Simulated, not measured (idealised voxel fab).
Proc. module: voxel self aligned contacts
The cross-section shown here is cut; it is 210 nm wide and divided into square cells measuring 5 nm on a side.
Bands, listed from the top down, are how a cross-section gets written in this document; the cross-section itself is a grid of square cells, and a band is one or more rows of them. Heads up on the band format: heights come first, top then bottom, in nm. After that it's the materials left to right, each with its width in nm. A single material flagged "edge to edge" fills the whole band edge to edge, and "blank" means there's empty space there. Below 0: as-received wafer, all one material; heights counted from there. Lowest band: no bottom, goes on down, written "from 0 down". Graded width ("30->40"): value in top row of band = first number; value in bottom row = second number; row-to-row change constant. "everything unchanged" means the step left every cell of the cross-section as it was. So "Closed internal voids" is basically the list of trapped voids: any empty space of 8 cells or more that can't reach the top through an opening. They're written width x height at distance, the distance being from the left edge, and it's all nm. Formally, on a step line, whatever follows the settings is a remark that the simulator itself makes on the step. overlay nm, on a step with a mask: how far to the right of its planned place the mask lay; to the left if negative.
LISTED BELOW ARE THE PROCESS STEPS AS PLANNED
1,RECEIVE: material Si
2,OXIDIZE: depth nm 5
3,DIRECTIONAL_DEP: material polySi, thk nm 30
4,DIRECTIONAL_DEP: material SiN, thk nm 15
5,DIRECTIONAL_DEP: material aC, thk nm 10
6,PATTERN: tone cover, mask id GATE, material resist, width nm 25, pitch nm 55, thk nm 25, overlay nm 0
7,DIRECTIONAL_ETCH: etch materials aC, depth nm 10
8,STRIP: etch materials resist
9,DIRECTIONAL_ETCH: etch materials SiN, depth nm 15
10,DIRECTIONAL_ETCH: etch materials polySi, depth nm 30
11,STRIP: etch materials aC
12,CONFORMAL_DEP: material SiN, thk nm 5
13,DIRECTIONAL_ETCH: etch materials SiN, depth nm 5
14,FILL_DEP: material SiO2, thk nm 15
15,CMP: height nm 55
16,PATTERN: tone open, mask id CONTACT, material resist, width nm 40, pitch nm 55, thk nm 20, overlay nm 0
17,DIRECTIONAL_ETCH: etch materials SiO2, depth nm 60
18,STRIP: etch materials resist
19,CONFORMAL_DEP: material TiN, thk nm 5
20,FILL_DEP: material Ru, thk nm 10
21,CMP: height nm 55
22,CONFORMAL_DEP: material SiN, thk nm 5
AS-RECEIVED STATE OF THE WAFER IN CROSS-SECTION, EQUIVALENT TO POST-STEP 1
- from 0 down | Si edge to edge
- Closed internal voids: none
AS-PLANNED RUN: CROSS-SECTION OF THE FIRST OF TWO WAFERS AT END OF MODULE
- from 60 to 55 | SiN edge to edge
- from 55 to 45 | 55 nm SiO2  5->15 nm TiN  30->10 nm Ru  5->15 nm TiN  15 nm SiO2  5->15 nm TiN  30->10 nm Ru  5->15 nm TiN  60 nm SiO2
- from 45 to 30 | 30 nm SiO2  35 nm SiN  5 nm TiN  10 nm Ru  5 nm TiN  35 nm SiN  5 nm TiN  10 nm Ru  5 nm TiN  35 nm SiN  35 nm SiO2
- from 30 to 0 | 30 nm SiO2  5 nm SiN  25 nm polySi  5 nm SiN  5 nm TiN  10 nm Ru  5 nm TiN  5 nm SiN  25 nm polySi  5 nm SiN  5 nm TiN  10 nm Ru  5 nm TiN  5 nm SiN  25 nm polySi  5 nm SiN  35 nm SiO2
- from 0 to -5 | 65 nm SiO2  20 nm TiN  35 nm SiO2  20 nm TiN  70 nm SiO2
- from -5 down | Si edge to edge
- Closed internal voids: none
WAFER TWO, SECTIONED AFTER THE MODULE: THE FIRST WAFER'S START, THE FIRST WAFER'S PLAN, AND ONE MISTAKE IN HOW IT WAS RUN
- from 60 to 55 | Ru edge to edge
- from 55 to 45 | 55 nm SiO2  5->15 nm TiN  30->10 nm Ru  5->15 nm TiN  15 nm SiO2  5->15 nm TiN  30->10 nm Ru  5->15 nm TiN  60 nm SiO2
- from 45 to 30 | 30 nm SiO2  35 nm SiN  5 nm TiN  10 nm Ru  5 nm TiN  35 nm SiN  5 nm TiN  10 nm Ru  5 nm TiN  35 nm SiN  35 nm SiO2
- from 30 to 0 | 30 nm SiO2  5 nm SiN  25 nm polySi  5 nm SiN  5 nm TiN  10 nm Ru  5 nm TiN  5 nm SiN  25 nm polySi  5 nm SiN  5 nm TiN  10 nm Ru  5 nm TiN  5 nm SiN  25 nm polySi  5 nm SiN  35 nm SiO2
- from 0 to -5 | 65 nm SiO2  20 nm TiN  35 nm SiO2  20 nm TiN  70 nm SiO2
- from -5 down | Si edge to edge
- Closed internal voids: none
What broke from the plan during processing? contrary to plan, step 22 was performed as CONFORMAL_DEP: material Ru, thk nm 5
At the finish, the second wafer shows more or fewer cells for some materials than the first does: Ru +42 | SiN -42
